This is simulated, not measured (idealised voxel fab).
Name of the process module below: voxel capacitor over wiring
270 nm wide, 5 nm square cells: that's cross-section cut.
Heads up, the way a cross-section reads in here is a grid of square cells, handed over as bands from the top down, with every band being one or more rows of cells. First you get the band's top height and its bottom height, in nm, and then the materials it's made of, left to right, with each width in nm. If you see a single material with "everywhere", that one covers the band edge to edge. "blank" is empty space. Zero point of the height axis is 0; under it, received wafer = one material. Lowest band: continues down indefinitely, "z 0 and below". Graded width ("30 to 40"): value in top row of band = first number; value in bottom row = second number; row-to-row change constant. Where the words "nothing changed" appear for a step, the cross-section shows no cell changed by that step; every cell remained as before. Under "Sealed cavities" you'll find the enclosed gaps, the ones with no way out to the top, that are 8 cells or bigger; each reads width x height at distance, with distance counted from the left edge, everything in nm. Where a step's line continues beyond its settings, the continuation is a remark by the simulator itself on that step. What "overlay nm" on a step's line means: if the step has a mask, that mask lay this far to the right of its planned place, or, when the value is negative, to the left. Each pair of cross-sections that follows straddles one process step: the one shows the state before the step, the other the state after it, down to the lowest band that changed and no further. The step in question, and its settings, are given under the pair. Note that a pair is not necessarily a continuation of the pair above it, since pairs can come from different runs of this module on the same starting wafer; it is a continuation only where its entry headed "Before processing" says so.

**Before processing**
	z 0 and below | Si everywhere
	Sealed cavities: none

**Post-Process View**
	z 10 to 0 | SiO2 everywhere
	Lower than 0, everything is as it was.
	Sealed cavities: none
Between before and after above, the operation and settings are CONFORMAL_DEP [material SiO2] [thk nm 10]

Before processing: It is represented by the cross-section appearing after the step of the pair directly above.

**Post-Process View**
	z 15 to 10 | SiN everywhere
	Lower than 10, everything is as it was.
	Sealed cavities: none
Between before and after above, the operation and settings are CONFORMAL_DEP [material SiN] [thk nm 5]

Before processing: It is represented by the cross-section appearing after the step of the pair directly above.

**Post-Process View**
	z 35 to 15 | SiO2 everywhere
	Lower than 15, everything is as it was.
	Sealed cavities: none
Between before and after above, the operation and settings are DIRECTIONAL_DEP [material SiO2] [thk nm 20]

Before processing: It is represented by the cross-section appearing after the step of the pair directly above.

**Post-Process View**
	z 45 to 35 | aC everywhere
	Lower than 35, everything is as it was.
	Sealed cavities: none
Between before and after above, the operation and settings are DIRECTIONAL_DEP [material aC] [thk nm 10]

Before processing: It is represented by the cross-section appearing after the step of the pair directly above.

**Post-Process View**
	z 70 to 45 | resist (75) | blank (25) | resist (65) | blank (25) | resist (80)
	Lower than 45, everything is as it was.
	Sealed cavities: none
Between before and after above, the operation and settings are PATTERN [tone open] [mask id METAL_1] [material resist] [width nm 25] [pitch nm 90] [thk nm 25] [overlay nm 0]

Before processing: It is represented by the cross-section appearing after the step of the pair directly above.

**Post-Process View**
	z 60 to 45 | resist (75) | blank (25) | resist (65) | blank (25) | resist (80)
	z 45 to 35 | aC (75) | blank (25) | aC (65) | blank (25) | aC (80)
	Lower than 35, everything is as it was.
	Sealed cavities: none
Between before and after above, the operation and settings are DIRECTIONAL_ETCH [etch materials aC] [depth nm 10]

Before processing: It is represented by the cross-section appearing after the step of the pair directly above.

**Post-Process View**
	z 45 to 35 | aC (75) | blank (25) | aC (65) | blank (25) | aC (80)
	Lower than 35, everything is as it was.
	Sealed cavities: none
Between before and after above, the operation and settings are STRIP [etch materials resist]

Before processing: It is represented by the cross-section appearing after the step of the pair directly above.

**Post-Process View**
	z 45 to 35 | aC (75) | blank (25) | aC (65) | blank (25) | aC (80)
	z 35 to 15 | SiO2 (75) | blank (25) | SiO2 (65) | blank (25) | SiO2 (80)
	Lower than 15, everything is as it was.
	Sealed cavities: none
Between before and after above, the operation and settings are DIRECTIONAL_ETCH [etch materials SiO2] [depth nm 20]

Before processing: It is represented by the cross-section appearing after the step of the pair directly above.

**Post-Process View**
	z 45 to 35 | aC (75) | blank (25) | aC (65) | blank (25) | aC (80)
	z 35 to 15 | SiO2 (75) | blank (25) | SiO2 (65) | blank (25) | SiO2 (80)
	z 15 to 10 | SiN (75) | blank (25) | SiN (65) | blank (25) | SiN (80)
	Lower than 10, everything is as it was.
	Sealed cavities: none
Between before and after above, the operation and settings are DIRECTIONAL_ETCH [etch materials SiN] [depth nm 5]

Before processing: It is represented by the cross-section appearing after the step of the pair directly above.

**Post-Process View**
	z 35 to 15 | SiO2 (75) | blank (25) | SiO2 (65) | blank (25) | SiO2 (80)
	Lower than 15, everything is as it was.
	Sealed cavities: none
Between before and after above, the operation and settings are STRIP [etch materials aC]

Before processing: It is represented by the cross-section appearing after the step of the pair directly above.

**Post-Process View**
	z 40 to 35 | TiN (80) | blank (15) | TiN (75) | blank (15) | TiN (85)
	z 35 to 15 | SiO2 (75) | TiN (5) | blank (15) | TiN (5) | SiO2 (65) | TiN (5) | blank (15) | TiN (5) | SiO2 (80)
	z 15 to 10 | SiN (75) | TiN (25) | SiN (65) | TiN (25) | SiN (80)
	Lower than 10, everything is as it was.
	Sealed cavities: none
Between before and after above, the operation and settings are CONFORMAL_DEP [material TiN] [thk nm 5]

Before processing: It is represented by the cross-section appearing after the step of the pair directly above.

**Post-Process View**
	z 50 to 40 | W everywhere
	z 40 to 35 | TiN (80) | W (15) | TiN (75) | W (15) | TiN (85)
	z 35 to 15 | SiO2 (75) | TiN (5) | W (15) | TiN (5) | SiO2 (65) | TiN (5) | W (15) | TiN (5) | SiO2 (80)
	Lower than 15, everything is as it was.
	Sealed cavities: none
Between before and after above, the operation and settings are FILL_DEP [material W] [thk nm 10]

Before processing: It is represented by the cross-section appearing after the step of the pair directly above.

**Post-Process View**
	z 35 to 15 | SiO2 (75) | TiN (5) | W (15) | TiN (5) | SiO2 (65) | TiN (5) | W (15) | TiN (5) | SiO2 (80)
	Lower than 15, everything is as it was.
	Sealed cavities: none
Between before and after above, the operation and settings are CMP [height nm 35]

Before processing: It is represented by the cross-section appearing after the step of the pair directly above.

**Post-Process View**
	z 40 to 35 | SiCN everywhere
	Lower than 35, everything is as it was.
	Sealed cavities: none
Between before and after above, the operation and settings are CONFORMAL_DEP [material SiCN] [thk nm 5]

Before processing: It is represented by the cross-section appearing after the step of the pair directly above.

**Post-Process View**
	z 55 to 40 | lowk everywhere
	Lower than 40, everything is as it was.
	Sealed cavities: none
Between before and after above, the operation and settings are DIRECTIONAL_DEP [material lowk] [thk nm 15]

Before processing: It is represented by the cross-section appearing after the step of the pair directly above.

**Post-Process View**
	z 70 to 55 | resist (85) | blank (15) | resist (170)
	Lower than 55, everything is as it was.
	Sealed cavities: none
Between before and after above, the operation and settings are PATTERN [tone open] [mask id PLUG_1] [material resist] [width nm 15] [thk nm 15] [overlay nm 0]

Before processing: It is represented by the cross-section appearing after the step of the pair directly above.

**Post-Process View**
	z 70 to 55 | resist (85) | blank (15) | resist (170)
	z 55 to 40 | lowk (85) | blank (15) | lowk (170)
	Lower than 40, everything is as it was.
	Sealed cavities: none
Between before and after above, the operation and settings are DIRECTIONAL_ETCH [etch materials lowk] [depth nm 15]

Before processing: It is represented by the cross-section appearing after the step of the pair directly above.

**Post-Process View**
	z 70 to 55 | resist (85) | blank (15) | resist (170)
	z 55 to 40 | lowk (85) | blank (15) | lowk (170)
	z 40 to 35 | SiCN (85) | blank (15) | SiCN (170)
	Lower than 35, everything is as it was.
	Sealed cavities: none
Between before and after above, the operation and settings are DIRECTIONAL_ETCH [etch materials SiCN] [depth nm 5]

Before processing: It is represented by the cross-section appearing after the step of the pair directly above.

**Post-Process View**
	z 55 to 40 | lowk (85) | blank (15) | lowk (170)
	Lower than 40, everything is as it was.
	Sealed cavities: none
Between before and after above, the operation and settings are STRIP [etch materials resist]

Before processing: It is represented by the cross-section appearing after the step of the pair directly above.

**Post-Process View**
	z 55 to 45 | lowk (85) | blank (15) | lowk (170)
	z 45 to 40 | lowk (85) | Ru (15) | lowk (170)
	z 40 to 35 | SiCN (85) | Ru (15) | SiCN (170)
	Lower than 35, everything is as it was.
	Sealed cavities: none
Between before and after above, the operation and settings are EPI [material Ru] [thk nm 10]

Before processing: It is represented by the cross-section appearing after the step of the pair directly above.

**Post-Process View**
	z 55 to 40 | lowk (85) | Ru (15) | lowk (170)
	Lower than 40, everything is as it was.
	Sealed cavities: none
Between before and after above, the operation and settings are EPI [material Ru] [thk nm 10]

Before processing: It is represented by the cross-section appearing after the step of the pair directly above.

**Post-Process View**
	z 65 to 55 | TiN everywhere
	Lower than 55, everything is as it was.
	Sealed cavities: none
Between before and after above, the operation and settings are DIRECTIONAL_DEP [material TiN] [thk nm 10]

Before processing: It is represented by the cross-section appearing after the step of the pair directly above.

**Post-Process View**
	z 70 to 65 | HfO2 everywhere
	Lower than 65, everything is as it was.
	Sealed cavities: none
Between before and after above, the operation and settings are DIRECTIONAL_DEP [material HfO2] [thk nm 5]

Before processing: It is represented by the cross-section appearing after the step of the pair directly above.

**Post-Process View**
	z 75 to 70 | TiN everywhere
	Lower than 70, everything is as it was.
	Sealed cavities: none
Between before and after above, the operation and settings are DIRECTIONAL_DEP [material TiN] [thk nm 5]

Before processing: It is represented by the cross-section appearing after the step of the pair directly above.

**Post-Process View**
	z 90 to 75 | blank (85) | resist (70) | blank (115)
	Lower than 75, everything is as it was.
	Sealed cavities: none
Between before and after above, the operation and settings are PATTERN [tone cover] [mask id UPPER_PLATE] [material resist] [width nm 70] [thk nm 15] [overlay nm 0]

Before processing: It is represented by the cross-section appearing after the step of the pair directly above.

**Post-Process View**
	z 90 to 75 | blank (85) | resist (70) | blank (115)
	z 75 to 70 | blank (85) | TiN (70) | blank (115)
	Lower than 70, everything is as it was.
	Sealed cavities: none
Between before and after above, the operation and settings are DIRECTIONAL_ETCH [etch materials TiN] [depth nm 5]

Before processing: It is represented by the cross-section appearing after the step of the pair directly above.

**Post-Process View**
	z 90 to 75 | blank (85) | resist (70) | blank (115)
	z 75 to 70 | blank (85) | TiN (70) | blank (115)
	z 70 to 65 | blank (85) | HfO2 (70) | blank (115)
	Lower than 65, everything is as it was.
	Sealed cavities: none
Between before and after above, the operation and settings are DIRECTIONAL_ETCH [etch materials HfO2] [depth nm 5]

Before processing: It is represented by the cross-section appearing after the step of the pair directly above.

**Post-Process View**
	z 75 to 70 | blank (85) | TiN (70) | blank (115)
	Lower than 70, everything is as it was.
	Sealed cavities: none
Between before and after above, the operation and settings are STRIP [etch materials resist]

Before processing: It is represented by the cross-section appearing after the step of the pair directly above.

**Post-Process View**
	z 75 to 70 | blank (85) | TiN (70) | blank (115)
	z 70 to 65 | blank (85) | HfO2 (70) | blank (115)
	z 65 to 55 | blank (80) | TiN (80) | blank (110)
	Lower than 55, everything is as it was.
	Sealed cavities: none
Between before and after above, the operation and settings are MASKED_ETCH [tone cover] [mask id LOWER_PLATE] [width nm 80] [etch materials TiN] [depth nm 10] [overlay nm 0]

Before processing: It is represented by the cross-section appearing after the step of the pair directly above.

**Post-Process View**
	z 95 to 75 | SiO2 everywhere
	z 75 to 70 | SiO2 (85) | TiN (70) | SiO2 (115)
	z 70 to 65 | SiO2 (85) | HfO2 (70) | SiO2 (115)
	z 65 to 55 | SiO2 (80) | TiN (80) | SiO2 (110)
	Lower than 55, everything is as it was.
	Sealed cavities: none
Between before and after above, the operation and settings are FILL_DEP [material SiO2] [thk nm 20]

Before processing: It is represented by the cross-section appearing after the step of the pair directly above.

**Post-Process View**
	z 90 to 75 | SiO2 everywhere
	Lower than 75, everything is as it was.
	Sealed cavities: none
Between before and after above, the operation and settings are CMP [height nm 90]

Before processing: It is represented by the cross-section appearing after the step of the pair directly above.

**Post-Process View**
	z 90 to 75 | SiO2 (95) | blank (15) | SiO2 (160)
	Lower than 75, everything is as it was.
	Sealed cavities: none
Between before and after above, the operation and settings are MASKED_ETCH [tone open] [mask id PLUG_2] [width nm 15] [etch materials SiO2] [depth nm 15] [overlay nm 0]

Before processing: It is represented by the cross-section appearing after the step of the pair directly above.

**Post-Process View**
	z 95 to 90 | TiN (100) | blank (5) | TiN (165)
	z 90 to 80 | SiO2 (95) | TiN (5) | blank (5) | TiN (5) | SiO2 (160)
	z 80 to 70 | SiO2 (95 to 85) | TiN (15 to 70) | SiO2 (160 to 115)
	Lower than 70, everything is as it was.
	Sealed cavities: none
Between before and after above, the operation and settings are CONFORMAL_DEP [material TiN] [thk nm 5]

Before processing: It is represented by the cross-section appearing after the step of the pair directly above.

**Post-Process View**
	z 100 to 95 | W everywhere
	z 95 to 90 | TiN (100) | W (5) | TiN (165)
	z 90 to 80 | SiO2 (95) | TiN (5) | W (5) | TiN (5) | SiO2 (160)
	Lower than 80, everything is as it was.
	Sealed cavities: none
Between before and after above, the operation and settings are FILL_DEP [material W] [thk nm 5]

Before processing: It is represented by the cross-section appearing after the step of the pair directly above.

**Post-Process View**
	z 90 to 80 | SiO2 (95) | TiN (5) | W (5) | TiN (5) | SiO2 (160)
	Lower than 80, everything is as it was.
	Sealed cavities: none
Between before and after above, the operation and settings are CMP [height nm 90]

Before processing: It is represented by the cross-section appearing after the step of the pair directly above.

**Post-Process View**
	z 95 to 90 | SiN everywhere
	Lower than 90, everything is as it was.
	Sealed cavities: none
Between before and after above, the operation and settings are CONFORMAL_DEP [material SiN] [thk nm 5]

**Before processing**
	z 65 to 55 | TiN everywhere
	z 55 to 40 | lowk (85) | Ru (15) | lowk (170)
	z 40 to 35 | SiCN (85) | Ru (15) | SiCN (170)
	z 35 to 15 | SiO2 (75) | TiN (5) | W (15) | TiN (5) | SiO2 (65) | TiN (5) | W (15) | TiN (5) | SiO2 (80)
	z 15 to 10 | SiN (75) | TiN (25) | SiN (65) | TiN (25) | SiN (80)
	z 10 to 0 | SiO2 everywhere
	z 0 and below | Si everywhere
	Sealed cavities: none

**Post-Process View**
	z 70 to 55 | TiN everywhere
	Lower than 55, everything is as it was.
	Sealed cavities: none
Between before and after above, the operation and settings are DIRECTIONAL_DEP [material TiN] [thk nm 5]

Before processing: It is represented by the cross-section appearing after the step of the pair directly above.

**Post-Process View**
	z 85 to 70 | blank (85) | resist (70) | blank (115)
	Lower than 70, everything is as it was.
	Sealed cavities: none
Between before and after above, the operation and settings are PATTERN [tone cover] [mask id UPPER_PLATE] [material resist] [width nm 70] [thk nm 15] [overlay nm 0]

Before processing: It is represented by the cross-section appearing after the step of the pair directly above.

**Post-Process View**
	z 85 to 70 | blank (85) | resist (70) | blank (115)
	z 70 to 65 | blank (85) | TiN (70) | blank (115)
	Lower than 65, everything is as it was.
	Sealed cavities: none
Between before and after above, the operation and settings are DIRECTIONAL_ETCH [etch materials TiN] [depth nm 5]

Before processing: It is represented by the cross-section appearing after the step of the pair directly above.

**Post-Process View**
	z 70 to 65 | blank (85) | TiN (70) | blank (115)
	Lower than 65, everything is as it was.
	Sealed cavities: none
Between before and after above, the operation and settings are STRIP [etch materials resist]

Before processing: It is represented by the cross-section appearing after the step of the pair directly above.

**Post-Process View**
	z 70 to 65 | blank (85) | TiN (70) | blank (115)
	z 65 to 55 | blank (80) | TiN (80) | blank (110)
	Lower than 55, everything is as it was.
	Sealed cavities: none
Between before and after above, the operation and settings are MASKED_ETCH [tone cover] [mask id LOWER_PLATE] [width nm 80] [etch materials TiN] [depth nm 10] [overlay nm 0]

Before processing: It is represented by the cross-section appearing after the step of the pair directly above.

**Post-Process View**
	z 90 to 70 | SiO2 everywhere
	z 70 to 65 | SiO2 (85) | TiN (70) | SiO2 (115)
	z 65 to 55 | SiO2 (80) | TiN (80) | SiO2 (110)
	Lower than 55, everything is as it was.
	Sealed cavities: none
Between before and after above, the operation and settings are FILL_DEP [material SiO2] [thk nm 20]

Before processing: It is represented by the cross-section appearing after the step of the pair directly above.

**Post-Process View**
	z 90 to 75 | SiO2 (95) | blank (15) | SiO2 (160)
	Lower than 75, everything is as it was.
	Sealed cavities: none
Between before and after above, the operation and settings are MASKED_ETCH [tone open] [mask id PLUG_2] [width nm 15] [etch materials SiO2] [depth nm 15] [overlay nm 0]

Before processing: It is represented by the cross-section appearing after the step of the pair directly above.

**Post-Process View**
	z 95 to 90 | TiN (100) | blank (5) | TiN (165)
	z 90 to 80 | SiO2 (95) | TiN (5) | blank (5) | TiN (5) | SiO2 (160)
	z 80 to 75 | SiO2 (95) | TiN (15) | SiO2 (160)
	Lower than 75, everything is as it was.
	Sealed cavities: none
Between before and after above, the operation and settings are CONFORMAL_DEP [material TiN] [thk nm 5]

Before processing: It is represented by the cross-section appearing after the step of the pair directly above.

**Post-Process View**
	z 100 to 95 | W everywhere
	z 95 to 90 | TiN (100) | W (5) | TiN (165)
	z 90 to 80 | SiO2 (95) | TiN (5) | W (5) | TiN (5) | SiO2 (160)
	Lower than 80, everything is as it was.
	Sealed cavities: none
Between before and after above, the operation and settings are FILL_DEP [material W] [thk nm 5]

Before processing: It is represented by the cross-section appearing after the step of the pair directly above.

**Post-Process View**
	z 90 to 80 | SiO2 (95) | TiN (5) | W (5) | TiN (5) | SiO2 (160)
	Lower than 80, everything is as it was.
	Sealed cavities: none
Between before and after above, the operation and settings are CMP [height nm 90]

Before processing: It is represented by the cross-section appearing after the step of the pair directly above.

**Post-Process View**
	z 95 to 90 | SiN everywhere
	Lower than 90, everything is as it was.
	Sealed cavities: none
Between before and after above, the operation and settings are CONFORMAL_DEP [material SiN] [thk nm 5]

**Before processing**
	z 55 to 40 | lowk everywhere
	z 40 to 35 | SiCN everywhere
	z 35 to 15 | SiO2 (75) | TiN (5) | W (15) | TiN (5) | SiO2 (65) | TiN (5) | W (15) | TiN (5) | SiO2 (80)
	z 15 to 10 | SiN (75) | TiN (25) | SiN (65) | TiN (25) | SiN (80)
	z 10 to 0 | SiO2 everywhere
	z 0 and below | Si everywhere
	Sealed cavities: none

**Post-Process View**
	z 70 to 40 | lowk everywhere
	Lower than 40, everything is as it was.
	Sealed cavities: none
Between before and after above, the operation and settings are DIRECTIONAL_DEP [material lowk] [thk nm 15]

Before processing: It is represented by the cross-section appearing after the step of the pair directly above.

**Post-Process View**
	z 85 to 70 | resist (85) | blank (15) | resist (170)
	Lower than 70, everything is as it was.
	Sealed cavities: none
Between before and after above, the operation and settings are PATTERN [tone open] [mask id PLUG_1] [material resist] [width nm 15] [thk nm 15] [overlay nm 0]

Before processing: It is represented by the cross-section appearing after the step of the pair directly above.

**Post-Process View**
	z 85 to 70 | resist (85) | blank (15) | resist (170)
	z 70 to 55 | lowk (85) | blank (15) | lowk (170)
	Lower than 55, everything is as it was.
	Sealed cavities: none
Between before and after above, the operation and settings are DIRECTIONAL_ETCH [etch materials lowk] [depth nm 15]

Before processing: It is represented by the cross-section appearing after the step of the pair directly above.

**Post-Process View**
	z 70 to 55 | lowk (85) | blank (15) | lowk (170)
	Lower than 55, everything is as it was.
	Sealed cavities: none
Between before and after above, the operation and settings are STRIP [etch materials resist]

Before processing: It is represented by the cross-section appearing after the step of the pair directly above.

**Post-Process View**
	z 80 to 70 | TiN (85) | blank (15) | TiN (170)
	z 70 to 65 | lowk (85) | blank (15) | lowk (170)
	z 65 to 55 | lowk (85) | TiN (15) | lowk (170)
	Lower than 55, everything is as it was.
	Sealed cavities: none
Between before and after above, the operation and settings are DIRECTIONAL_DEP [material TiN] [thk nm 10]

Before processing: It is represented by the cross-section appearing after the step of the pair directly above.

**Post-Process View**
	z 85 to 80 | HfO2 (85) | blank (15) | HfO2 (170)
	z 80 to 70 | TiN (85) | blank (15) | TiN (170)
	z 70 to 65 | lowk (85) | HfO2 (15) | lowk (170)
	Lower than 65, everything is as it was.
	Sealed cavities: none
Between before and after above, the operation and settings are DIRECTIONAL_DEP [material HfO2] [thk nm 5]

Before processing: It is represented by the cross-section appearing after the step of the pair directly above.

**Post-Process View**
	z 90 to 85 | TiN (85) | blank (15) | TiN (170)
	z 85 to 80 | HfO2 (85) | blank (15) | HfO2 (170)
	z 80 to 75 | TiN (85) | blank (15) | TiN (170)
	z 75 to 70 | TiN everywhere
	Lower than 70, everything is as it was.
	Sealed cavities: none
Between before and after above, the operation and settings are DIRECTIONAL_DEP [material TiN] [thk nm 5]

Before processing: It is represented by the cross-section appearing after the step of the pair directly above.

**Post-Process View**
	z 105 to 90 | blank (85) | resist (70) | blank (115)
	z 90 to 85 | TiN (85) | resist (15) | TiN (170)
	z 85 to 80 | HfO2 (85) | resist (15) | HfO2 (170)
	z 80 to 75 | TiN (85) | resist (15) | TiN (170)
	Lower than 75, everything is as it was.
	Sealed cavities: none
Between before and after above, the operation and settings are PATTERN [tone cover] [mask id UPPER_PLATE] [material resist] [width nm 70] [thk nm 15] [overlay nm 0]

Before processing: It is represented by the cross-section appearing after the step of the pair directly above.

**Post-Process View**
	z 105 to 90 | blank (85) | resist (70) | blank (115)
	z 90 to 85 | blank (85) | resist (15) | TiN (55) | blank (115)
	Lower than 85, everything is as it was.
	Sealed cavities: none
Between before and after above, the operation and settings are DIRECTIONAL_ETCH [etch materials TiN] [depth nm 5]

Before processing: It is represented by the cross-section appearing after the step of the pair directly above.

**Post-Process View**
	z 105 to 90 | blank (85) | resist (70) | blank (115)
	z 90 to 85 | blank (85) | resist (15) | TiN (55) | blank (115)
	z 85 to 80 | blank (85) | resist (15) | HfO2 (55) | blank (115)
	Lower than 80, everything is as it was.
	Sealed cavities: none
Between before and after above, the operation and settings are DIRECTIONAL_ETCH [etch materials HfO2] [depth nm 5]

Before processing: It is represented by the cross-section appearing after the step of the pair directly above.

**Post-Process View**
	z 90 to 85 | blank (100) | TiN (55) | blank (115)
	z 85 to 80 | blank (100) | HfO2 (55) | blank (115)
	z 80 to 75 | TiN (85) | blank (15) | TiN (170)
	Lower than 75, everything is as it was.
	Sealed cavities: none
Between before and after above, the operation and settings are STRIP [etch materials resist]

Before processing: It is represented by the cross-section appearing after the step of the pair directly above.

**Post-Process View**
	z 90 to 85 | blank (100) | TiN (55) | blank (115)
	z 85 to 80 | blank (100) | HfO2 (55) | blank (115)
	z 80 to 75 | blank (80) | TiN (5) | blank (15) | TiN (60) | blank (110)
	z 75 to 70 | blank (80) | TiN (80) | blank (110)
	Lower than 70, everything is as it was.
	Sealed cavities: none
Between before and after above, the operation and settings are MASKED_ETCH [tone cover] [mask id LOWER_PLATE] [width nm 80] [etch materials TiN] [depth nm 10] [overlay nm 0]

Before processing: It is represented by the cross-section appearing after the step of the pair directly above.

**Post-Process View**
	z 110 to 90 | SiO2 everywhere
	z 90 to 85 | SiO2 (100) | TiN (55) | SiO2 (115)
	z 85 to 80 | SiO2 (100) | HfO2 (55) | SiO2 (115)
	z 80 to 75 | SiO2 (80) | TiN (5) | SiO2 (15) | TiN (60) | SiO2 (110)
	z 75 to 70 | SiO2 (80) | TiN (80) | SiO2 (110)
	Lower than 70, everything is as it was.
	Sealed cavities: none
Between before and after above, the operation and settings are FILL_DEP [material SiO2] [thk nm 20]

Before processing: It is represented by the cross-section appearing after the step of the pair directly above.

**Post-Process View**
	z 90 to 85 | SiO2 (100) | TiN (55) | SiO2 (115)
	Lower than 85, everything is as it was.
	Sealed cavities: none
Between before and after above, the operation and settings are CMP [height nm 90]

Before processing: It is represented by the cross-section appearing after the step of the pair directly above.

**Post-Process View**
	z 90 to 85 | SiO2 (95) | blank (5) | TiN (55) | SiO2 (115)
	z 85 to 80 | SiO2 (95) | blank (5) | HfO2 (55) | SiO2 (115)
	z 80 to 75 | SiO2 (80) | TiN (5) | SiO2 (10) | blank (5) | TiN (60) | SiO2 (110)
	Lower than 75, everything is as it was.
	Sealed cavities: none
Between before and after above, the operation and settings are MASKED_ETCH [tone open] [mask id PLUG_2] [width nm 15] [etch materials SiO2] [depth nm 15] [overlay nm 0]

Before processing: It is represented by the cross-section appearing after the step of the pair directly above.

**Post-Process View**
	z 95 to 90 | TiN everywhere
	z 90 to 85 | SiO2 (95) | TiN (60) | SiO2 (115)
	z 85 to 80 | SiO2 (95) | TiN (5) | HfO2 (55) | SiO2 (115)
	z 80 to 75 | SiO2 (80) | TiN (5) | SiO2 (10) | TiN (65) | SiO2 (110)
	Lower than 75, everything is as it was.
	Sealed cavities: none
Between before and after above, the operation and settings are CONFORMAL_DEP [material TiN] [thk nm 5]

Before processing: It is represented by the cross-section appearing after the step of the pair directly above.

**Post-Process View**
	z 100 to 95 | W everywhere
	Lower than 95, everything is as it was.
	Sealed cavities: none
Between before and after above, the operation and settings are FILL_DEP [material W] [thk nm 5]

Before processing: It is represented by the cross-section appearing after the step of the pair directly above.

**Post-Process View**
	z 90 to 85 | SiO2 (95) | TiN (60) | SiO2 (115)
	Lower than 85, everything is as it was.
	Sealed cavities: none
Between before and after above, the operation and settings are CMP [height nm 90]

Before processing: It is represented by the cross-section appearing after the step of the pair directly above.

**Post-Process View**
	z 95 to 90 | SiN everywhere
	Lower than 90, everything is as it was.
	Sealed cavities: none
Between before and after above, the operation and settings are CONFORMAL_DEP [material SiN] [thk nm 5]

**Before processing**
	z 70 to 55 | TiN everywhere
	z 55 to 40 | lowk (85) | Ru (15) | lowk (170)
	z 40 to 35 | SiCN (85) | Ru (15) | SiCN (170)
	z 35 to 15 | SiO2 (75) | TiN (5) | W (15) | TiN (5) | SiO2 (65) | TiN (5) | W (15) | TiN (5) | SiO2 (80)
	z 15 to 10 | SiN (75) | TiN (25) | SiN (65) | TiN (25) | SiN (80)
	z 10 to 0 | SiO2 everywhere
	z 0 and below | Si everywhere
	Sealed cavities: none

**Post-Process View**
	z 75 to 70 | HfO2 everywhere
	Lower than 70, everything is as it was.
	Sealed cavities: none
Between before and after above, the operation and settings are DIRECTIONAL_DEP [material HfO2] [thk nm 5]

Before processing: It is represented by the cross-section appearing after the step of the pair directly above.

**Post-Process View**
	z 90 to 75 | blank (85) | resist (70) | blank (115)
	Lower than 75, everything is as it was.
	Sealed cavities: none
Between before and after above, the operation and settings are PATTERN [tone cover] [mask id UPPER_PLATE] [material resist] [width nm 70] [thk nm 15] [overlay nm 0]

Before processing: It is represented by the cross-section appearing after the step of the pair directly above.

**Post-Process View**
	z 90 to 75 | blank (85) | resist (70) | blank (115)
	z 75 to 70 | blank (85) | HfO2 (70) | blank (115)
	Lower than 70, everything is as it was.
	Sealed cavities: none
Between before and after above, the operation and settings are DIRECTIONAL_ETCH [etch materials HfO2] [depth nm 5]

Before processing: It is represented by the cross-section appearing after the step of the pair directly above.

**Post-Process View**
	z 75 to 70 | blank (85) | HfO2 (70) | blank (115)
	Lower than 70, everything is as it was.
	Sealed cavities: none
Between before and after above, the operation and settings are STRIP [etch materials resist]

Before processing: It is represented by the cross-section appearing after the step of the pair directly above.

**Post-Process View**
	z 75 to 70 | blank (85) | HfO2 (70) | blank (115)
	z 70 to 60 | blank (80) | TiN (80) | blank (110)
	Lower than 60, everything is as it was.
	Sealed cavities: none
Between before and after above, the operation and settings are MASKED_ETCH [tone cover] [mask id LOWER_PLATE] [width nm 80] [etch materials TiN] [depth nm 10] [overlay nm 0]

Before processing: It is represented by the cross-section appearing after the step of the pair directly above.

**Post-Process View**
	z 95 to 75 | SiO2 everywhere
	z 75 to 70 | SiO2 (85) | HfO2 (70) | SiO2 (115)
	z 70 to 60 | SiO2 (80) | TiN (80) | SiO2 (110)
	Lower than 60, everything is as it was.
	Sealed cavities: none
Between before and after above, the operation and settings are FILL_DEP [material SiO2] [thk nm 20]

Before processing: It is represented by the cross-section appearing after the step of the pair directly above.

**Post-Process View**
	z 90 to 75 | SiO2 everywhere
	Lower than 75, everything is as it was.
	Sealed cavities: none
Between before and after above, the operation and settings are CMP [height nm 90]

Before processing: It is represented by the cross-section appearing after the step of the pair directly above.

**Post-Process View**
	z 90 to 75 | SiO2 (95) | blank (15) | SiO2 (160)
	Lower than 75, everything is as it was.
	Sealed cavities: none
Between before and after above, the operation and settings are MASKED_ETCH [tone open] [mask id PLUG_2] [width nm 15] [etch materials SiO2] [depth nm 15] [overlay nm 0]

Before processing: It is represented by the cross-section appearing after the step of the pair directly above.

**Post-Process View**
	z 95 to 90 | TiN (100) | blank (5) | TiN (165)
	z 90 to 80 | SiO2 (95) | TiN (5) | blank (5) | TiN (5) | SiO2 (160)
	z 80 to 75 | SiO2 (95) | TiN (15) | SiO2 (160)
	Lower than 75, everything is as it was.
	Sealed cavities: none
Between before and after above, the operation and settings are CONFORMAL_DEP [material TiN] [thk nm 5]

Before processing: It is represented by the cross-section appearing after the step of the pair directly above.

**Post-Process View**
	z 100 to 95 | W everywhere
	z 95 to 90 | TiN (100) | W (5) | TiN (165)
	z 90 to 80 | SiO2 (95) | TiN (5) | W (5) | TiN (5) | SiO2 (160)
	Lower than 80, everything is as it was.
	Sealed cavities: none
Between before and after above, the operation and settings are FILL_DEP [material W] [thk nm 5]

Before processing: It is represented by the cross-section appearing after the step of the pair directly above.

**Post-Process View**
	z 90 to 80 | SiO2 (95) | TiN (5) | W (5) | TiN (5) | SiO2 (160)
	Lower than 80, everything is as it was.
	Sealed cavities: none
Between before and after above, the operation and settings are CMP [height nm 90]

Before processing: It is represented by the cross-section appearing after the step of the pair directly above.

**Post-Process View**
	z 95 to 90 | SiN everywhere
	Lower than 90, everything is as it was.
	Sealed cavities: none
Between before and after above, the operation and settings are CONFORMAL_DEP [material SiN] [thk nm 5]

**Before processing**
	z 10 to 0 | SiO2 everywhere
	z 0 and below | Si everywhere
	Sealed cavities: none

**Post-Process View**
	z 25 to 10 | SiN everywhere
	Lower than 10, everything is as it was.
	Sealed cavities: none
Between before and after above, the operation and settings are CONFORMAL_DEP [material SiN] [thk nm 15]

Before processing: It is represented by the cross-section appearing after the step of the pair directly above.

**Post-Process View**
	z 45 to 25 | SiO2 everywhere
	Lower than 25, everything is as it was.
	Sealed cavities: none
Between before and after above, the operation and settings are DIRECTIONAL_DEP [material SiO2] [thk nm 20]

Before processing: It is represented by the cross-section appearing after the step of the pair directly above.

**Post-Process View**
	z 55 to 45 | aC everywhere
	Lower than 45, everything is as it was.
	Sealed cavities: none
Between before and after above, the operation and settings are DIRECTIONAL_DEP [material aC] [thk nm 10]

Before processing: It is represented by the cross-section appearing after the step of the pair directly above.

**Post-Process View**
	z 80 to 55 | resist (75) | blank (25) | resist (65) | blank (25) | resist (80)
	Lower than 55, everything is as it was.
	Sealed cavities: none
Between before and after above, the operation and settings are PATTERN [tone open] [mask id METAL_1] [material resist] [width nm 25] [pitch nm 90] [thk nm 25] [overlay nm 0]
